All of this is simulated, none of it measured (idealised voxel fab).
Module name: voxel ribs on slabs (process module)
cross-section cut | 175 nm wide | cells 5 nm
When this document writes out a cross-section, it uses a grid of square cells and lists it as bands, beginning at the top and moving down, with a band standing for one or more rows of cells.
Band entry format. Leading values: height of top, height of bottom, nm. Remainder: materials in left-to-right order, each with its width in nm. Special words: "everywhere" on a single material, which then fills the band edge to edge; "blank", empty space.
Measure heights from 0. That's the level where, below it, the as-received wafer is all one material. The lowest band is bottomless and extends downward; write it as in "0 and below".
Per-row width for "30 to 40": begins at first number (top row of band), ends at second number (bottom row), increment between rows held constant.
Take "no change occurred" at face value: in the step it is given for, the cross-section changed in none of its cells.
"Fully closed voids" - sealed voids, min. 8 cells, no opening to top; format: width x height at distance (distance from left edge; nm throughout).
That trailing text on a step's line, after the settings, is the simulator's own remark on the step.
overlay nm: on a step with a mask, how far right of its planned place the mask lay; negative means left.
**Planned process steps**
| 1 | RECEIVE (material Si) |
| 2 | DIRECTIONAL_DEP (material SiO2; thk nm 30) |
| 3 | DIRECTIONAL_DEP (material SiN; thk nm 20) |
| 4 | PATTERN (tone cover; mask id RIB; material resist; width nm 25; thk nm 20; overlay nm 0) |
| 5 | DIRECTIONAL_ETCH (etch materials SiN; depth nm 10) |
| 6 | STRIP (etch materials resist) |
| 7 | PATTERN (tone cover; mask id SLAB; material resist; width nm 65; thk nm 15; overlay nm 0) |
| 8 | DIRECTIONAL_ETCH (etch materials SiN; depth nm 10) |
| 9 | STRIP (etch materials resist) |
| 10 | FILL_DEP (material SiO2; thk nm 20) |
| 11 | CMP (height nm 65) |
| 12 | DIRECTIONAL_DEP (material W; thk nm 10) |
| 13 | MASKED_ETCH (tone cover; mask id HEATER; width nm 35; etch materials W; depth nm 10; overlay nm 0) |
| 14 | CONFORMAL_DEP (material SiN; thk nm 5) |
**The cross-section here shows the wafer as received, i.e. in its state after step 1**
  0 and below = Si everywhere
  Fully closed voids: none
**End-of-module XS, first of two wafers, run as planned**
  80 down to 75 = 65 nm blank, 45 nm SiN, 65 nm blank
  75 down to 70 = 65 nm blank, 5 nm SiN, 35 nm W, 5 nm SiN, 65 nm blank
  70 down to 65 = 70 nm SiN, 35 nm W, 70 nm SiN
  65 down to 50 = SiO2 everywhere
  50 down to 40 = 75 nm SiO2, 25 nm SiN, 75 nm SiO2
  40 down to 30 = 55 nm SiO2, 65 nm SiN, 55 nm SiO2
  30 down to 0 = SiO2 everywhere
  0 and below = Si everywhere
  Fully closed voids: none
**End-of-module cross-section of the second wafer: identical starting point and process plan to the first, with one processing mistake**
  70 down to 65 = 65 nm blank, 45 nm SiN, 65 nm blank
  65 down to 60 = 65 nm blank, 5 nm SiN, 35 nm W, 5 nm SiN, 65 nm blank
  60 down to 55 = 70 nm SiN, 35 nm W, 70 nm SiN
  55 down to 50 = SiO2 everywhere
  50 down to 40 = 75 nm SiO2, 25 nm SiN, 75 nm SiO2
  40 down to 30 = 55 nm SiO2, 65 nm SiN, 55 nm SiO2
  30 down to 0 = SiO2 everywhere
  0 and below = Si everywhere
  Fully closed voids: none
Which mistake was made when the wafer was run? in deviation from the planned setting, step 11 was conducted as CMP (height nm 55)
Final tally in cells, some materials are higher or lower on the second wafer than on the first: -70 SiO2
